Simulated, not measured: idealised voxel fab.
This section sets out a process module, namely voxel gate over fins.
FYI the section here is cut, 295 nm wide, cells are 5 nm squares.
Think of the cross-section as a grid of square cells. We describe it in bands, top to bottom, and each band covers one or more rows of those cells.
Each band's line starts with the height of the band's top and of its bottom, in nm. Then come its materials from left to right, each with its width in nm. One material with "all across" fills the band from edge to edge. "blank" is empty space.
Measure heights from 0. That's the level where, below it, the as-received wafer is all one material. The lowest band is bottomless and extends downward; write it as in "0..down".
A two-number width, for instance "30->40", indicates that the width is equal to the first number in the top row of the band and to the second number in the bottom row, and that it changes by a constant amount per row of cells.
No cell of the cross-section changed in a step that is given as "no alteration".
Empty spaces counting at least 8 cells and having no open way to the top are listed in "Sealed void inventory". The notation width x height at distance is used for each, the distance being from the left edge and all three values in nm.
That trailing text on a step's line, after the settings, is the simulator's own remark on the step.
overlay nm: mask right of planned place by this much (step with mask). Neg. = left.
The process steps that were planned are listed below:
1) RECEIVE (material Si)
2) CONFORMAL_DEP (material SiN; thk nm 5)
3) MASKED_ETCH (tone cover; mask id FINS; width nm 15; pitch nm 40; etch materials SiN; depth nm 5; overlay nm 0)
4) MASKED_ETCH (tone cover; mask id FINS; width nm 15; pitch nm 40; etch materials Si; depth nm 35; overlay nm 0)
5) OXIDIZE (depth nm 5)
6) FILL_DEP (material SiO2; thk nm 15)
7) CMP (height nm 5)
8) SELECTIVE_ETCH (etch materials SiO2; depth nm 15)
9) STRIP (etch materials SiN)
10) CONFORMAL_DEP (material HfO2; thk nm 5)
11) CONFORMAL_DEP (material TiN; thk nm 5)
12) CONFORMAL_DEP (material TiAl; thk nm 5)
13) CONFORMAL_DEP (material TiN; thk nm 5)
14) FILL_DEP (material W; thk nm 15)
15) CMP (height nm 30)
16) CONFORMAL_DEP (material SiN; thk nm 10)
The first of the two wafers, which ran as planned:
Delivered wafer in cross-section: state after step 1:
    0..down | Si all across
    Sealed void inventory: none
Cross-sectional representation of the wafer at the conclusion of step 2:
    5..0 | SiN all across
    No changes below 0.
Cross-sectional representation of the wafer at the conclusion of step 3:
    5..0 | 120 blank / 15 SiN / 25 blank / 15 SiN / 120 blank
    No changes below 0.
Cross-sectional representation of the wafer at the conclusion of step 4:
    5..0 | 120 blank / 15 SiN / 25 blank / 15 SiN / 120 blank
    0..-35 | 120 blank / 15 Si / 25 blank / 15 Si / 120 blank
    No changes below -35.
Cross-sectional representation of the wafer at the conclusion of step 5:
    5..0 | 120 blank / 15 SiN / 25 blank / 15 SiN / 120 blank
    0..-35 | 120 blank / 5 SiO2 / 5 Si / 5 SiO2 / 25 blank / 5 SiO2 / 5 Si / 5 SiO2 / 120 blank
    -35..-40 | 125 SiO2 / 5 Si / 35 SiO2 / 5 Si / 125 SiO2
    No changes below -40.
Cross-sectional representation of the wafer at the conclusion of step 6:
    20..5 | SiO2 all across
    5..0 | 120 SiO2 / 15 SiN / 25 SiO2 / 15 SiN / 120 SiO2
    0..-40 | 125 SiO2 / 5 Si / 35 SiO2 / 5 Si / 125 SiO2
    No changes below -40.
Cross-sectional representation of the wafer at the conclusion of step 7:
    5..0 | 120 SiO2 / 15 SiN / 25 SiO2 / 15 SiN / 120 SiO2
    No changes below 0.
Cross-sectional representation of the wafer at the conclusion of step 8:
    5..0 | 120 blank / 15 SiN / 25 blank / 15 SiN / 120 blank
    0..-10 | 125 blank / 5 Si / 35 blank / 5 Si / 125 blank
    No changes below -10.
Cross-sectional representation of the wafer at the conclusion of step 9:
    0..-10 | 125 blank / 5 Si / 35 blank / 5 Si / 125 blank
    No changes below -10.
Cross-sectional representation of the wafer at the conclusion of step 10:
    5..0 | 120 blank / 15 HfO2 / 25 blank / 15 HfO2 / 120 blank
    0..-5 | 120 blank / 5 HfO2 / 5 Si / 5 HfO2 / 25 blank / 5 HfO2 / 5 Si / 5 HfO2 / 120 blank
    -5..-10 | 125 HfO2 / 5 Si / 35 HfO2 / 5 Si / 125 HfO2
    No changes below -10.
Cross-sectional representation of the wafer at the conclusion of step 11:
    10..5 | 115 blank / 25 TiN / 15 blank / 25 TiN / 115 blank
    5..0 | 115 blank / 5 TiN / 15 HfO2 / 5 TiN / 15 blank / 5 TiN / 15 HfO2 / 5 TiN / 115 blank
    0..-5 | 120 TiN / 5 HfO2 / 5 Si / 5 HfO2 / 25 TiN / 5 HfO2 / 5 Si / 5 HfO2 / 120 TiN
    No changes below -5.
Cross-sectional representation of the wafer at the conclusion of step 12:
    15..10 | 110 blank / 35 TiAl / 5 blank / 35 TiAl / 110 blank
    10..5 | 110 blank / 5 TiAl / 25 TiN / 5 TiAl / 5 blank / 5 TiAl / 25 TiN / 5 TiAl / 110 blank
    5..0 | 115 TiAl / 5 TiN / 15 HfO2 / 5 TiN / 15 TiAl / 5 TiN / 15 HfO2 / 5 TiN / 115 TiAl
    No changes below 0.
Cross-sectional representation of the wafer at the conclusion of step 13:
    20..15 | 105 blank / 85 TiN / 105 blank
    15..10 | 105 blank / 5 TiN / 35 TiAl / 5 TiN / 35 TiAl / 5 TiN / 105 blank
    10..5 | 110 TiN / 5 TiAl / 25 TiN / 5 TiAl / 5 TiN / 5 TiAl / 25 TiN / 5 TiAl / 110 TiN
    No changes below 5.
Cross-sectional representation of the wafer at the conclusion of step 14:
    35..20 | W all across
    20..15 | 105 W / 85 TiN / 105 W
    15..10 | 105 W / 5 TiN / 35 TiAl / 5 TiN / 35 TiAl / 5 TiN / 105 W
    No changes below 10.
Cross-sectional representation of the wafer at the conclusion of step 15:
    30..20 | W all across
    No changes below 20.
Cross-sectional representation of the wafer at the conclusion of step 16:
    40..30 | SiN all across
    No changes below 30.
For the second wafer, take the first wafer's start and plan, then add one mistake made in running it; everything through step 9, that step included, is shared with the first:
Second wafer, sectioned view, at step 10's planned end time:
    5..0 | 120 blank / 15 TiN / 25 blank / 15 TiN / 120 blank
    0..-5 | 120 blank / 5 TiN / 5 Si / 5 TiN / 25 blank / 5 TiN / 5 Si / 5 TiN / 120 blank
    -5..-10 | 125 TiN / 5 Si / 35 TiN / 5 Si / 125 TiN
    No changes below -10.
Second wafer, sectioned view, at step 11's planned end time:
    10..5 | 115 blank / 25 HfO2 / 15 blank / 25 HfO2 / 115 blank
    5..0 | 115 blank / 5 HfO2 / 15 TiN / 5 HfO2 / 15 blank / 5 HfO2 / 15 TiN / 5 HfO2 / 115 blank
    0..-5 | 120 HfO2 / 5 TiN / 5 Si / 5 TiN / 25 HfO2 / 5 TiN / 5 Si / 5 TiN / 120 HfO2
    No changes below -5.
Second wafer, sectioned view, at step 12's planned end time:
    15..10 | 110 blank / 35 TiAl / 5 blank / 35 TiAl / 110 blank
    10..5 | 110 blank / 5 TiAl / 25 HfO2 / 5 TiAl / 5 blank / 5 TiAl / 25 HfO2 / 5 TiAl / 110 blank
    5..0 | 115 TiAl / 5 HfO2 / 15 TiN / 5 HfO2 / 15 TiAl / 5 HfO2 / 15 TiN / 5 HfO2 / 115 TiAl
    No changes below 0.
Second wafer, sectioned view, at step 13's planned end time:
    20..15 | 105 blank / 85 TiN / 105 blank
    15..10 | 105 blank / 5 TiN / 35 TiAl / 5 TiN / 35 TiAl / 5 TiN / 105 blank
    10..5 | 110 TiN / 5 TiAl / 25 HfO2 / 5 TiAl / 5 TiN / 5 TiAl / 25 HfO2 / 5 TiAl / 110 TiN
    No changes below 5.
Second wafer, sectioned view, at step 14's planned end time:
    35..20 | W all across
    20..15 | 105 W / 85 TiN / 105 W
    15..10 | 105 W / 5 TiN / 35 TiAl / 5 TiN / 35 TiAl / 5 TiN / 105 W
    No changes below 10.
Second wafer, sectioned view, at step 15's planned end time:
    30..20 | W all across
    No changes below 20.
Second wafer, sectioned view, at step 16's planned end time:
    40..30 | SiN all across
    No changes below 30.
Processing error: plan vs actual: 10 and 11 interchanged
By the end, you'd get the same cell count for each material on either wafer, but the second wafer puts them somewhere else.
